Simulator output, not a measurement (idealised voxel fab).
A process module follows: voxel plated lines.
cross-section cut | 295 nm wide | cells 5 nm
Cross-section format: a grid of square cells, given as bands from top to bottom; each band is one or more rows of cells.
First you get the band's top height and its bottom height, in nm, and then the materials it's made of, left to right, with each width in nm. If you see a single material with "throughout", that one covers the band edge to edge. "blank" is empty space.
Heads up on the height convention: 0 is the point under which the incoming wafer is all one material, and the lowest band has no bottom, it just keeps going down, like "0 and below".
You'd read "30..40" like this: the band's top row of cells is as wide as the first number, its bottom row is as wide as the second, and going down, every row changes width by the same amount as the row before did.
"identical to before" for a step: no cell of the cross-section changed in that step.
For the entry "Sealed void list", the listed items are empty spaces with no open way to the top whose size is 8 cells or more; each item follows the pattern width x height at distance, where distance is from the left edge and all three are in nm.
Whatever follows a step's settings on its line is a remark the simulator itself makes about that step.
A step line may carry the setting "overlay nm", which, for steps involving a mask, states the distance by which the mask lay to the right of its intended position; negative values denote displacement to the left.
Steps planned for the process:
| 1 | RECEIVE: material Si |
| 2 | CONFORMAL_DEP: material Al2O3, thk nm 10 |
| 3 | DIRECTIONAL_DEP: material TiN, thk nm 5 |
| 4 | PATTERN: tone open, mask id LINES, material resist, width nm 30, pitch nm 60, thk nm 20, overlay nm 0 |
| 5 | EPI: material Ru, thk nm 10 |
| 6 | STRIP: etch materials resist |
| 7 | DIRECTIONAL_ETCH: etch materials TiN, depth nm 5 |
| 8 | CONFORMAL_DEP: material SiN, thk nm 10 |
as received, after step 1:
- 0 and below  Si throughout
- Sealed void list: none
Final cross-section, module run with one mistake (start and plan as above):
- 25 down to 15  60 of blank, 50 of SiN, 10 of blank, 50 of SiN, 10 of blank, 50 of SiN, 65 of blank
- 15 down to 10  60 of blank, 10 of SiN, 30 of Ru, 10 of SiN, 10 of blank, 10 of SiN, 30 of Ru, 10 of SiN, 10 of blank, 10 of SiN, 30 of Ru, 10 of SiN, 65 of blank
- 10 down to 5  70 of SiN, 30 of Ru, 30 of SiN, 30 of Ru, 30 of SiN, 30 of Ru, 75 of SiN
- 5 down to 0  70 of SiN, 30 of TiN, 30 of SiN, 30 of TiN, 30 of SiN, 30 of TiN, 75 of SiN
- 0 and below  Si throughout
- Sealed void list: none
Finding, execution versus plan: not run: step 2 of the plan (skipped)
